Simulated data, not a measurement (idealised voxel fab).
This section sets out a process module, namely voxel transistor to metal.
Cross-sectional view cut (width: 285 nm; square cell size: 5 nm).
Each cross-section below is a grid of square cells, stated as bands in top-down order, with one or more rows of cells making up each band. Top height, bottom height, nm. Materials left to right, width each, nm. Single material + "all across" = fills band edge to edge. "air" = empty. Note: height 0 marks the level under which the wafer is uniformly one material as received. Lowest band unbounded below, written "0 down". Quick explanation for "30 to 40": the width changes in equal steps down the rows of cells, from the first number in the band's top row to the second number in its bottom row. Where the words "no alterations made" appear for a step, the cross-section shows no cell changed by that step; every cell remained as before. Enclosed voids (no open way to top), threshold 8 cells or more, entry "Encapsulated voids", notation width x height at distance, distance from left edge, nm. It should be noted that, on the line of a given step, the content following the step's settings is a remark produced by the simulator itself with respect to that step. "overlay nm" on a masked step: distance the mask lay right of its planned place, negative for left.

Below is the list of planned process steps
1. RECEIVE,material Si
2. OXIDIZE,depth nm 5
3. CONFORMAL_DEP,material SiN,thk nm 10
4. PATTERN,tone cover,mask id ACTIVE,material resist,width nm 115,pitch nm 135,thk nm 15,overlay nm 0
5. DIRECTIONAL_ETCH,etch materials SiN,depth nm 10
6. DIRECTIONAL_ETCH,etch materials SiO2,depth nm 5
7. DIRECTIONAL_ETCH,etch materials Si,depth nm 20
8. STRIP,etch materials resist
9. FILL_DEP,material SiO2,thk nm 15
10. CMP,height nm 10
11. SELECTIVE_ETCH,etch materials SiO2,depth nm 10
12. STRIP,etch materials SiN
13. SELECTIVE_ETCH,etch materials SiO2,depth nm 5
14. OXIDIZE,depth nm 5
15. DIRECTIONAL_DEP,material polySi,thk nm 25
16. DIRECTIONAL_DEP,material SiCN,thk nm 10
17. MASKED_ETCH,tone cover,mask id GATE,width nm 15,pitch nm 135,etch materials SiCN,depth nm 20,overlay nm 0
18. MASKED_ETCH,tone cover,mask id GATE,width nm 15,pitch nm 135,etch materials polySi,depth nm 35,overlay nm 0
19. CONFORMAL_DEP,material SiN,thk nm 5
20. DIRECTIONAL_ETCH,etch materials SiN,depth nm 5
21. DIRECTIONAL_ETCH,etch materials SiO2,depth nm 5
22. EPI,material nSi,thk nm 5
23. FILL_DEP,material SiO2,thk nm 5
24. CMP,height nm 30
25. DIRECTIONAL_DEP,material SiO2,thk nm 15
26. MASKED_ETCH,tone open,mask id CONTACT,width nm 20,etch materials SiO2,depth nm 50,overlay nm 0
27. CONFORMAL_DEP,material TiN,thk nm 5
28. FILL_DEP,material W,thk nm 5
29. CMP,height nm 45
30. CONFORMAL_DEP,material SiCN,thk nm 5
31. DIRECTIONAL_DEP,material SiO2,thk nm 25
32. PATTERN,tone open,mask id METAL_1,material resist,width nm 20,thk nm 20,overlay nm 0
33. DIRECTIONAL_ETCH,etch materials SiO2,depth nm 25
34. DIRECTIONAL_ETCH,etch materials SiCN,depth nm 5
35. STRIP,etch materials resist
36. CONFORMAL_DEP,material TiN,thk nm 5
37. FILL_DEP,material Cu,thk nm 10
38. CMP,height nm 75
39. CONFORMAL_DEP,material SiCN,thk nm 5

Cross-sectional view of the wafer in its as-received condition, corresponding to the state after step 1
> 0 down | Si all across
> Encapsulated voids: none

Cross-section, first of two wafers, end of module, run as planned
> 80 to 75 | SiCN all across
> 75 to 50 | SiO2 (25); TiN (5); Cu (10); TiN (5); SiO2 (55); TiN (5); Cu (10); TiN (5); SiO2 (40); TiN (5); Cu (10); TiN (5); SiO2 (55); TiN (5); Cu (10); TiN (5); SiO2 (30)
> 50 to 45 | SiCN (25); TiN (20); SiCN (55); TiN (20); SiCN (40); TiN (20); SiCN (55); TiN (20); SiCN (30)
> 45 to 30 | SiO2 (25); TiN (5); W (10); TiN (5); SiO2 (55); TiN (5); W (10); TiN (5); SiO2 (40); TiN (5); W (10); TiN (5); SiO2 (55); TiN (5); W (10); TiN (5); SiO2 (30)
> 30 to 20 | SiO2 (25); TiN (5); W (10); TiN (5); SiO2 (15); SiN (5); SiCN (15); SiN (5); SiO2 (15); TiN (5); W (10); TiN (5); SiO2 (40); TiN (5); W (10); TiN (5); SiO2 (15); SiN (5); SiCN (15); SiN (5); SiO2 (15); TiN (5); W (10); TiN (5); SiO2 (30)
> 20 to 0 | SiO2 (25); TiN (5); W (10); TiN (5); SiO2 (15); SiN (5); polySi (15); SiN (5); SiO2 (15); TiN (5); W (10); TiN (5); SiO2 (40); TiN (5); W (10); TiN (5); SiO2 (15); SiN (5); polySi (15); SiN (5); SiO2 (15); TiN (5); W (10); TiN (5); SiO2 (30)
> 0 to -5 | SiO2 (25); TiN (20); SiO2 (15); SiN (5); polySi (15); SiN (5); SiO2 (15); TiN (20); SiO2 (40); TiN (20); SiO2 (15); SiN (5); polySi (15); SiN (5); SiO2 (15); TiN (20); SiO2 (30)
> -5 to -10 | SiO2 (10); nSi (50); SiO2 (25); nSi (50); SiO2 (10); nSi (50); SiO2 (25); nSi (50); SiO2 (15)
> -10 to -25 | SiO2 (15); Si (115); SiO2 (20); Si (115); SiO2 (20)
> -25 down | Si all across
> Encapsulated voids: none

Here's the second of our two wafers sectioned at module end. Same start as the first, same plan, but one mistake got made running it
> 80 to 75 | SiCN all across
> 75 to 50 | SiO2 (25); TiN (5); Cu (10); TiN (5); SiO2 (55); TiN (5); Cu (10); TiN (5); SiO2 (40); TiN (5); Cu (10); TiN (5); SiO2 (55); TiN (5); Cu (10); TiN (5); SiO2 (30)
> 50 to 45 | SiCN (25); TiN (20); SiCN (55); TiN (20); SiCN (40); TiN (20); SiCN (55); TiN (20); SiCN (30)
> 45 to 30 | SiO2 (25); TiN (5); W (10); TiN (5); SiO2 (55); TiN (5); W (10); TiN (5); SiO2 (40); TiN (5); W (10); TiN (5); SiO2 (55); TiN (5); W (10); TiN (5); SiO2 (30)
> 30 to 20 | SiO2 (25); TiN (5); W (10); TiN (5); SiO2 (15); SiN (5); SiCN (15); SiN (5); SiO2 (15); TiN (5); W (10); TiN (5); SiO2 (40); TiN (5); W (10); TiN (5); SiO2 (15); SiN (5); SiCN (15); SiN (5); SiO2 (15); TiN (5); W (10); TiN (5); SiO2 (30)
> 20 to 0 | SiO2 (25); TiN (5); W (10); TiN (5); SiO2 (15); SiN (5); polySi (15); SiN (5); SiO2 (15); TiN (5); W (10); TiN (5); SiO2 (40); TiN (5); W (10); TiN (5); SiO2 (15); SiN (5); polySi (15); SiN (5); SiO2 (15); TiN (5); W (10); TiN (5); SiO2 (30)
> 0 to -5 | SiO2 (25); TiN (20); SiO2 (15); SiN (5); polySi (15); SiN (5); SiO2 (15); TiN (20); SiO2 (40); TiN (20); SiO2 (15); SiN (5); polySi (15); SiN (5); SiO2 (15); TiN (20); SiO2 (30)
> -5 to -10 | nSi (20); SiO2 (105); nSi (30); SiO2 (105); nSi (25)
> -10 to -25 | Si (15); SiO2 (115); Si (20); SiO2 (115); Si (20)
> -25 down | Si all across
> Encapsulated voids: none
Diagnosis: so step 4 ended up running with a different setting than we planned, it ran as PATTERN,tone open,mask id ACTIVE,material resist,width nm 115,pitch nm 135,thk nm 15,overlay nm 0
Wafer comparison, final, in cells, second relative to first, materials more or fewer: Si: 105 fewer | SiO2: 130 more | nSi: 25 fewer
